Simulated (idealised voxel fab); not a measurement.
This section sets out a process module, namely voxel lift off.
The cross-section shown here is cut; it is 280 nm wide and divided into square cells measuring 5 nm on a side.
A cross-section is a grid of square cells, given in bands from the top down. A band is one or more rows of cells.
The band entry comprises the height of the band's top followed by the height of its bottom, expressed in nm, and subsequently the band's materials from left to right, each stated together with its width in nm. Where a single material is marked with the word "full width", that material fills the band from edge to edge. The word "blank" represents empty space.
Heights from 0 (as-received wafer is one material below). Bottom band endless downward, as "from 0 down".
When a width is written as two numbers, as in "30..40", the first number is the width in the top row of cells of the band and the second is the width in its bottom row, and the width changes by the same amount from each row to the next.
Basically "remained the same" means that step didn't change any cell in the cross-section.
Listed in "Closed cavity list": every empty space of 8 or more cells without an open way to the top. Form: width x height at distance, the distance being from the left edge, all in nm.
What comes after the settings on a step's line is commentary from the simulator itself on that step.
overlay nm: mask right of planned place by this much (step with mask). Neg. = left.

[Here's what the planned process steps look like]
1,RECEIVE [material Si]
2,CONFORMAL_DEP [material SiN] [thk nm 10]
3,PATTERN [tone open] [mask id LINES] [material resist] [width nm 30] [pitch nm 45] [thk nm 20] [overlay nm 0]
4,DIRECTIONAL_DEP [material Ru] [thk nm 10]
5,STRIP [etch materials resist]
6,CONFORMAL_DEP [material SiO2] [thk nm 10]

[The first wafer of two, processed as planned]

[As-received wafer cross-section (after step 1)]
    from 0 down  Si full width
    Closed cavity list: none

[Step 2 done - wafer cross-section]
    from 10 to 0  SiN full width
    Anything lower than 0 is untouched.

[Step 3 done - wafer cross-section]
    from 30 to 10  resist (55); blank (30); resist (15); blank (30); resist (15); blank (30); resist (15); blank (30); resist (60)
    Anything lower than 10 is untouched.

[Step 4 done - wafer cross-section]
    from 40 to 30  Ru (55); blank (30); Ru (15); blank (30); Ru (15); blank (30); Ru (15); blank (30); Ru (60)
    from 30 to 20  resist (55); blank (30); resist (15); blank (30); resist (15); blank (30); resist (15); blank (30); resist (60)
    from 20 to 10  resist (55); Ru (30); resist (15); Ru (30); resist (15); Ru (30); resist (15); Ru (30); resist (60)
    Anything lower than 10 is untouched.

[Step 5 done - wafer cross-section]
    from 20 to 10  blank (55); Ru (30); blank (15); Ru (30); blank (15); Ru (30); blank (15); Ru (30); blank (60)
    Anything lower than 10 is untouched.

[Step 6 done - wafer cross-section]
    from 30 to 20  blank (45); SiO2 (185); blank (50)
    from 20 to 10  SiO2 (55); Ru (30); SiO2 (15); Ru (30); SiO2 (15); Ru (30); SiO2 (15); Ru (30); SiO2 (60)
    Anything lower than 10 is untouched.

[The second wafer began exactly as the first did and followed the same plan, but one mistake was made while running it; through step 3 inclusive, the two wafers are identical]

[Second wafer, cross-section, planned end of step 4]
    from 40 to 30  SiO2 (55); blank (30); SiO2 (15); blank (30); SiO2 (15); blank (30); SiO2 (15); blank (30); SiO2 (60)
    from 30 to 20  resist (55); blank (30); resist (15); blank (30); resist (15); blank (30); resist (15); blank (30); resist (60)
    from 20 to 10  resist (55); SiO2 (30); resist (15); SiO2 (30); resist (15); SiO2 (30); resist (15); SiO2 (30); resist (60)
    Anything lower than 10 is untouched.

[Second wafer, cross-section, planned end of step 5]
    from 20 to 10  blank (55); SiO2 (30); blank (15); SiO2 (30); blank (15); SiO2 (30); blank (15); SiO2 (30); blank (60)
    Anything lower than 10 is untouched.

[Second wafer, cross-section, planned end of step 6]
    from 30 to 20  blank (45); SiO2 (185); blank (50)
    from 20 to 10  SiO2 full width
    Anything lower than 10 is untouched.
So what did we get wrong on this run? the process deviated at step 4: the operation and settings actually run there were DIRECTIONAL_DEP [material SiO2] [thk nm 10]
At the finish, the second wafer shows more or fewer cells for some materials than the first does: -48 Ru | +48 SiO2
